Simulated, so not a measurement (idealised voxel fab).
Module name: voxel ribs on slabs (process module)
In the cross-section labelled cut, the width is 145 nm and each square cell is 5 nm.
Bands, listed from the top down, are how a cross-section gets written in this document; the cross-section itself is a grid of square cells, and a band is one or more rows of them. Basically the band line says how high the top is and how high the bottom is, in nm, and then what's in it from left to right, every material with its width in nm. Empty space shows up as "blank", and if a single material carries "throughout" it runs the full band edge to edge. Convention: height 0 is the level below which the wafer, as received, is all one material. The lowest band does not terminate at the bottom but continues downward, represented as "0..down". Graded width ("30..40"): value in top row of band = first number; value in bottom row = second number; row-to-row change constant. Where the words "no alteration" appear for a step, the cross-section shows no cell changed by that step; every cell remained as before. In the "Sealed internal cavities" entry, you get each enclosed empty space of 8 cells or more, one with no open way to the top, written width x height at distance, distance from the left edge, in nm. Text after the settings on a step's line: the simulator's own remark on that step. overlay nm: right-of-plan distance of the mask on a masked step; negative values mean left-of-plan.

List of planned process steps
1,RECEIVE: material Si
2,DIRECTIONAL_DEP: material SiO2, thk nm 25
3,DIRECTIONAL_DEP: material SiN, thk nm 20
4,DIRECTIONAL_DEP: material aC, thk nm 15
5,PATTERN: tone cover, mask id RIB, material resist, width nm 30, thk nm 35, overlay nm 0
6,DIRECTIONAL_ETCH: etch materials aC, depth nm 15
7,STRIP: etch materials resist
8,DIRECTIONAL_ETCH: etch materials SiN, depth nm 5
9,STRIP: etch materials aC
10,PATTERN: tone cover, mask id SLAB, material resist, width nm 90, thk nm 20, overlay nm 0
11,DIRECTIONAL_ETCH: etch materials SiN, depth nm 15
12,STRIP: etch materials resist
13,FILL_DEP: material SiO2, thk nm 15
14,CMP: height nm 55
15,DIRECTIONAL_DEP: material TiN, thk nm 5
16,MASKED_ETCH: tone cover, mask id HEATER, width nm 40, etch materials TiN, depth nm 5, overlay nm 0
17,CONFORMAL_DEP: material SiO2, thk nm 10

Cross-section, incoming material, after step 1
> 0..down  Si throughout
> Sealed internal cavities: none

A wafer at the end: this start, this plan, one mistake
> 70..65  blank: 40, SiO2: 60, blank: 45
> 65..60  SiO2 throughout
> 60..55  SiO2: 50, TiN: 40, SiO2: 55
> 55..45  SiO2 throughout
> 45..40  SiO2: 25, SiN: 30, SiO2: 30, SiN: 30, SiO2: 30
> 40..30  SiO2: 25, SiN: 90, SiO2: 30
> 30..25  SiN throughout
> 25..0  SiO2 throughout
> 0..down  Si throughout
> Sealed internal cavities: none
So what did we get wrong on this run? it should be noted that step 5 was executed with settings other than those planned, the operation and settings actually applied being PATTERN: tone open, mask id RIB, material resist, width nm 30, thk nm 35, overlay nm 0
